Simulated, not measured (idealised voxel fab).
Documented hereafter: the process module known as voxel capacitor over wiring.
Section shown: cut. Width: 300 nm. Cell size: 5 nm, square.
Just so we're on the same page, the cross-sections are grids of square cells, and they're listed out in bands top to bottom, each band one or more rows deep. Band entry format. Leading values: height of top, height of bottom, nm. Remainder: materials in left-to-right order, each with its width in nm. Special words: "edge to edge" on a single material, which then fills the band edge to edge; "blank", empty space. A quick word on heights: they are counted from 0, and under that level the wafer as it came to us is one material throughout. The lowest band is different from the rest in having no bottom; it simply continues downward, written as in "0 nm and below". The expression "30 to 40" gives the width at the extremes of the band, the first number at its top row of cells and the second at its bottom row, with the width changing by equal amounts from each row to the next in between. "remained unchanged" -> step changed no cross-section cell. Empty spaces counting at least 8 cells and having no open way to the top are listed in "Enclosed cavities". The notation width x height at distance is used for each, the distance being from the left edge and all three values in nm. Step line, after settings: the simulator's comment on this step. Steps that use a mask can have "overlay nm" on their line. It says how far the mask sat to the right of where it was meant to be. Negative means to the left.

### Intended process steps
1 RECEIVE,material Si
2 CONFORMAL_DEP,material SiO2,thk nm 10
3 DIRECTIONAL_DEP,material TiN,thk nm 5
4 DIRECTIONAL_DEP,material W,thk nm 25
5 PATTERN,tone cover,mask id METAL_1,material resist,width nm 20,pitch nm 85,thk nm 20,overlay nm 0
6 DIRECTIONAL_ETCH,etch materials W,depth nm 25
7 DIRECTIONAL_ETCH,etch materials TiN,depth nm 5
8 STRIP,etch materials resist
9 FILL_DEP,material SiO2,thk nm 10
10 CMP,height nm 40
11 CONFORMAL_DEP,material SiCN,thk nm 5
12 DIRECTIONAL_DEP,material SiO2,thk nm 20
13 DIRECTIONAL_DEP,material aC,thk nm 15
14 PATTERN,tone open,mask id PLUG_1,material resist,width nm 15,thk nm 35,overlay nm 0
15 DIRECTIONAL_ETCH,etch materials aC,depth nm 15
16 STRIP,etch materials resist
17 DIRECTIONAL_ETCH,etch materials SiO2,depth nm 20
18 DIRECTIONAL_ETCH,etch materials SiCN,depth nm 5
19 STRIP,etch materials aC
20 CONFORMAL_DEP,material TiN,thk nm 5
21 FILL_DEP,material Cu,thk nm 10
22 CMP,height nm 65
23 DIRECTIONAL_DEP,material TiN,thk nm 10
24 DIRECTIONAL_DEP,material Al2O3,thk nm 5
25 DIRECTIONAL_DEP,material TiN,thk nm 5
26 DIRECTIONAL_DEP,material aC,thk nm 10
27 PATTERN,tone cover,mask id UPPER_PLATE,material resist,width nm 70,thk nm 30,overlay nm 0
28 DIRECTIONAL_ETCH,etch materials aC,depth nm 10
29 STRIP,etch materials resist
30 DIRECTIONAL_ETCH,etch materials TiN,depth nm 5
31 DIRECTIONAL_ETCH,etch materials Al2O3,depth nm 5
32 STRIP,etch materials aC
33 DIRECTIONAL_DEP,material aC,thk nm 10
34 PATTERN,tone cover,mask id LOWER_PLATE,material resist,width nm 80,thk nm 30,overlay nm 0
35 DIRECTIONAL_ETCH,etch materials aC,depth nm 10
36 STRIP,etch materials resist
37 DIRECTIONAL_ETCH,etch materials TiN,depth nm 10
38 STRIP,etch materials aC
39 FILL_DEP,material SiO2,thk nm 20
40 CMP,height nm 100
41 PATTERN,tone open,mask id PLUG_2,material resist,width nm 15,thk nm 15,overlay nm 0
42 DIRECTIONAL_ETCH,etch materials SiO2,depth nm 15
43 STRIP,etch materials resist
44 CONFORMAL_DEP,material TiN,thk nm 5
45 FILL_DEP,material W,thk nm 10
46 CMP,height nm 100
47 CONFORMAL_DEP,material SiCN,thk nm 5

### First of the two wafers, run per plan

### Cross-section, incoming material, after step 1
	0 nm and below = Si edge to edge
	Enclosed cavities: none

### Sectional view: wafer, after step 2
	10 nm to 0 nm = SiO2 edge to edge
	below 0: unchanged

### Sectional view: wafer, after step 3
	15 nm to 10 nm = TiN edge to edge
	below 10: unchanged

### Sectional view: wafer, after step 4
	40 nm to 15 nm = W edge to edge
	below 15: unchanged

### Sectional view: wafer, after step 5
	60 nm to 40 nm = 95 of blank / 20 of resist / 65 of blank / 20 of resist / 100 of blank
	below 40: unchanged

### Sectional view: wafer, after step 6
	60 nm to 40 nm = 95 of blank / 20 of resist / 65 of blank / 20 of resist / 100 of blank
	40 nm to 15 nm = 95 of blank / 20 of W / 65 of blank / 20 of W / 100 of blank
	below 15: unchanged

### Sectional view: wafer, after step 7
	60 nm to 40 nm = 95 of blank / 20 of resist / 65 of blank / 20 of resist / 100 of blank
	40 nm to 15 nm = 95 of blank / 20 of W / 65 of blank / 20 of W / 100 of blank
	15 nm to 10 nm = 95 of blank / 20 of TiN / 65 of blank / 20 of TiN / 100 of blank
	below 10: unchanged

### Sectional view: wafer, after step 8
	40 nm to 15 nm = 95 of blank / 20 of W / 65 of blank / 20 of W / 100 of blank
	below 15: unchanged

### Sectional view: wafer, after step 9
	50 nm to 40 nm = SiO2 edge to edge
	40 nm to 15 nm = 95 of SiO2 / 20 of W / 65 of SiO2 / 20 of W / 100 of SiO2
	15 nm to 10 nm = 95 of SiO2 / 20 of TiN / 65 of SiO2 / 20 of TiN / 100 of SiO2
	below 10: unchanged

### Sectional view: wafer, after step 10
	40 nm to 15 nm = 95 of SiO2 / 20 of W / 65 of SiO2 / 20 of W / 100 of SiO2
	below 15: unchanged

### Sectional view: wafer, after step 11
	45 nm to 40 nm = SiCN edge to edge
	below 40: unchanged

### Sectional view: wafer, after step 12
	65 nm to 45 nm = SiO2 edge to edge
	below 45: unchanged

### Sectional view: wafer, after step 13
	80 nm to 65 nm = aC edge to edge
	below 65: unchanged

### Sectional view: wafer, after step 14
	115 nm to 80 nm = 100 of resist / 15 of blank / 185 of resist
	below 80: unchanged

### Sectional view: wafer, after step 15
	100 nm to 80 nm = 100 of resist / 15 of blank / 185 of resist
	80 nm to 65 nm = 100 of aC / 15 of blank / 185 of aC
	below 65: unchanged

### Sectional view: wafer, after step 16
	80 nm to 65 nm = 100 of aC / 15 of blank / 185 of aC
	below 65: unchanged

### Sectional view: wafer, after step 17
	80 nm to 65 nm = 100 of aC / 15 of blank / 185 of aC
	65 nm to 45 nm = 100 of SiO2 / 15 of blank / 185 of SiO2
	below 45: unchanged

### Sectional view: wafer, after step 18
	80 nm to 65 nm = 100 of aC / 15 of blank / 185 of aC
	65 nm to 45 nm = 100 of SiO2 / 15 of blank / 185 of SiO2
	45 nm to 40 nm = 100 of SiCN / 15 of blank / 185 of SiCN
	below 40: unchanged

### Sectional view: wafer, after step 19
	65 nm to 45 nm = 100 of SiO2 / 15 of blank / 185 of SiO2
	below 45: unchanged

### Sectional view: wafer, after step 20
	70 nm to 65 nm = 105 of TiN / 5 of blank / 190 of TiN
	65 nm to 45 nm = 100 of SiO2 / 5 of TiN / 5 of blank / 5 of TiN / 185 of SiO2
	45 nm to 40 nm = 100 of SiCN / 15 of TiN / 185 of SiCN
	below 40: unchanged

### Sectional view: wafer, after step 21
	80 nm to 70 nm = Cu edge to edge
	70 nm to 65 nm = 105 of TiN / 5 of Cu / 190 of TiN
	65 nm to 45 nm = 100 of SiO2 / 5 of TiN / 5 of Cu / 5 of TiN / 185 of SiO2
	below 45: unchanged

### Sectional view: wafer, after step 22
	65 nm to 45 nm = 100 of SiO2 / 5 of TiN / 5 of Cu / 5 of TiN / 185 of SiO2
	below 45: unchanged

### Sectional view: wafer, after step 23
	75 nm to 65 nm = TiN edge to edge
	below 65: unchanged

### Sectional view: wafer, after step 24
	80 nm to 75 nm = Al2O3 edge to edge
	below 75: unchanged

### Sectional view: wafer, after step 25
	85 nm to 80 nm = TiN edge to edge
	below 80: unchanged

### Sectional view: wafer, after step 26
	95 nm to 85 nm = aC edge to edge
	below 85: unchanged

### Sectional view: wafer, after step 27
	125 nm to 95 nm = 100 of blank / 70 of resist / 130 of blank
	below 95: unchanged

### Sectional view: wafer, after step 28
	115 nm to 95 nm = 100 of blank / 70 of resist / 130 of blank
	95 nm to 85 nm = 100 of blank / 70 of aC / 130 of blank
	below 85: unchanged

### Sectional view: wafer, after step 29
	95 nm to 85 nm = 100 of blank / 70 of aC / 130 of blank
	below 85: unchanged

### Sectional view: wafer, after step 30
	95 nm to 85 nm = 100 of blank / 70 of aC / 130 of blank
	85 nm to 80 nm = 100 of blank / 70 of TiN / 130 of blank
	below 80: unchanged

### Sectional view: wafer, after step 31
	95 nm to 85 nm = 100 of blank / 70 of aC / 130 of blank
	85 nm to 80 nm = 100 of blank / 70 of TiN / 130 of blank
	80 nm to 75 nm = 100 of blank / 70 of Al2O3 / 130 of blank
	below 75: unchanged

### Sectional view: wafer, after step 32
	85 nm to 80 nm = 100 of blank / 70 of TiN / 130 of blank
	below 80: unchanged

### Sectional view: wafer, after step 33
	95 nm to 85 nm = 100 of blank / 70 of aC / 130 of blank
	85 nm to 80 nm = 100 of aC / 70 of TiN / 130 of aC
	80 nm to 75 nm = 100 of aC / 70 of Al2O3 / 130 of aC
	below 75: unchanged

### Sectional view: wafer, after step 34
	125 nm to 95 nm = 95 of blank / 80 of resist / 125 of blank
	95 nm to 85 nm = 95 of blank / 5 of resist / 70 of aC / 5 of resist / 125 of blank
	below 85: unchanged

### Sectional view: wafer, after step 35
	115 nm to 95 nm = 95 of blank / 80 of resist / 125 of blank
	95 nm to 85 nm = 95 of blank / 5 of resist / 70 of aC / 5 of resist / 125 of blank
	85 nm to 80 nm = 95 of blank / 5 of aC / 70 of TiN / 5 of aC / 125 of blank
	80 nm to 75 nm = 95 of blank / 5 of aC / 70 of Al2O3 / 5 of aC / 125 of blank
	below 75: unchanged

### Sectional view: wafer, after step 36
	95 nm to 85 nm = 100 of blank / 70 of aC / 130 of blank
	below 85: unchanged

### Sectional view: wafer, after step 37
	95 nm to 85 nm = 100 of blank / 70 of aC / 130 of blank
	85 nm to 80 nm = 95 of blank / 5 of aC / 70 of TiN / 5 of aC / 125 of blank
	80 nm to 75 nm = 95 of blank / 5 of aC / 70 of Al2O3 / 5 of aC / 125 of blank
	75 nm to 65 nm = 95 of blank / 80 of TiN / 125 of blank
	below 65: unchanged

### Sectional view: wafer, after step 38
	85 nm to 80 nm = 100 of blank / 70 of TiN / 130 of blank
	80 nm to 75 nm = 100 of blank / 70 of Al2O3 / 130 of blank
	below 75: unchanged

### Sectional view: wafer, after step 39
	105 nm to 85 nm = SiO2 edge to edge
	85 nm to 80 nm = 100 of SiO2 / 70 of TiN / 130 of SiO2
	80 nm to 75 nm = 100 of SiO2 / 70 of Al2O3 / 130 of SiO2
	75 nm to 65 nm = 95 of SiO2 / 80 of TiN / 125 of SiO2
	below 65: unchanged

### Sectional view: wafer, after step 40
	100 nm to 85 nm = SiO2 edge to edge
	below 85: unchanged

### Sectional view: wafer, after step 41
	115 nm to 100 nm = 110 of resist / 15 of blank / 175 of resist
	below 100: unchanged

### Sectional view: wafer, after step 42
	115 nm to 100 nm = 110 of resist / 15 of blank / 175 of resist
	100 nm to 85 nm = 110 of SiO2 / 15 of blank / 175 of SiO2
	below 85: unchanged

### Sectional view: wafer, after step 43
	100 nm to 85 nm = 110 of SiO2 / 15 of blank / 175 of SiO2
	below 85: unchanged

### Sectional view: wafer, after step 44
	105 nm to 100 nm = 115 of TiN / 5 of blank / 180 of TiN
	100 nm to 90 nm = 110 of SiO2 / 5 of TiN / 5 of blank / 5 of TiN / 175 of SiO2
	90 nm to 80 nm = 110 to 100 of SiO2 / 15 to 70 of TiN / 175 to 130 of SiO2
	below 80: unchanged

### Sectional view: wafer, after step 45
	115 nm to 105 nm = W edge to edge
	105 nm to 100 nm = 115 of TiN / 5 of W / 180 of TiN
	100 nm to 90 nm = 110 of SiO2 / 5 of TiN / 5 of W / 5 of TiN / 175 of SiO2
	below 90: unchanged

### Sectional view: wafer, after step 46
	100 nm to 90 nm = 110 of SiO2 / 5 of TiN / 5 of W / 5 of TiN / 175 of SiO2
	below 90: unchanged

### Sectional view: wafer, after step 47
	105 nm to 100 nm = SiCN edge to edge
	below 100: unchanged

### The Second Wafer: Common Origin and Plan, One Mistake in Execution, Identical to the First Through Step 33

### Second wafer, cut view, end of step 34 per plan
	125 nm to 95 nm = 95 of resist / 80 of blank / 125 of resist
	95 nm to 85 nm = 95 of resist / 5 of blank / 70 of aC / 5 of blank / 125 of resist
	below 85: unchanged

### Second wafer, cut view, end of step 35 per plan
	115 nm to 85 nm = 95 of resist / 80 of blank / 125 of resist
	85 nm to 80 nm = 95 of aC / 5 of blank / 70 of TiN / 5 of blank / 125 of aC
	80 nm to 75 nm = 95 of aC / 5 of blank / 70 of Al2O3 / 5 of blank / 125 of aC
	below 75: unchanged

### Second wafer, cut view, end of step 36 per plan
	85 nm to 80 nm = 95 of aC / 5 of blank / 70 of TiN / 5 of blank / 125 of aC
	below 80: unchanged

### Second wafer, cut view, end of step 37 per plan
	85 nm to 80 nm = 95 of aC / 80 of blank / 125 of aC
	80 nm to 75 nm = 95 of aC / 5 of blank / 70 of Al2O3 / 5 of blank / 125 of aC
	75 nm to 65 nm = 95 of TiN / 5 of blank / 70 of TiN / 5 of blank / 125 of TiN
	below 65: unchanged

### Second wafer, cut view, end of step 38 per plan
	80 nm to 75 nm = 100 of blank / 70 of Al2O3 / 130 of blank
	below 75: unchanged

### Second wafer, cut view, end of step 39 per plan
	100 nm to 80 nm = SiO2 edge to edge
	80 nm to 75 nm = 100 of SiO2 / 70 of Al2O3 / 130 of SiO2
	75 nm to 65 nm = 95 of TiN / 5 of SiO2 / 70 of TiN / 5 of SiO2 / 125 of TiN
	below 65: unchanged

Second wafer, cut view, end of step 40 per plan: remained unchanged

### Second wafer, cut view, end of step 41 per plan
	115 nm to 100 nm = 110 of resist / 15 of blank / 175 of resist
	below 100: unchanged

### Second wafer, cut view, end of step 42 per plan
	115 nm to 100 nm = 110 of resist / 15 of blank / 175 of resist
	100 nm to 85 nm = 110 of SiO2 / 15 of blank / 175 of SiO2
	below 85: unchanged

### Second wafer, cut view, end of step 43 per plan
	100 nm to 85 nm = 110 of SiO2 / 15 of blank / 175 of SiO2
	below 85: unchanged

### Second wafer, cut view, end of step 44 per plan
	105 nm to 100 nm = 115 of TiN / 5 of blank / 180 of TiN
	100 nm to 90 nm = 110 of SiO2 / 5 of TiN / 5 of blank / 5 of TiN / 175 of SiO2
	90 nm to 85 nm = 110 of SiO2 / 15 of TiN / 175 of SiO2
	below 85: unchanged

### Second wafer, cut view, end of step 45 per plan
	115 nm to 105 nm = W edge to edge
	105 nm to 100 nm = 115 of TiN / 5 of W / 180 of TiN
	100 nm to 90 nm = 110 of SiO2 / 5 of TiN / 5 of W / 5 of TiN / 175 of SiO2
	below 90: unchanged

### Second wafer, cut view, end of step 46 per plan
	100 nm to 90 nm = 110 of SiO2 / 5 of TiN / 5 of W / 5 of TiN / 175 of SiO2
	below 90: unchanged

### Second wafer, cut view, end of step 47 per plan
	105 nm to 100 nm = SiCN edge to edge
	below 100: unchanged
Processing error: step 34 did not happen as planned, as run it was PATTERN,tone open,mask id LOWER_PLATE,material resist,width nm 80,thk nm 30,overlay nm 0
at the end the second wafer has, in cells: SiO2: 70 fewer, TiN: 70 more
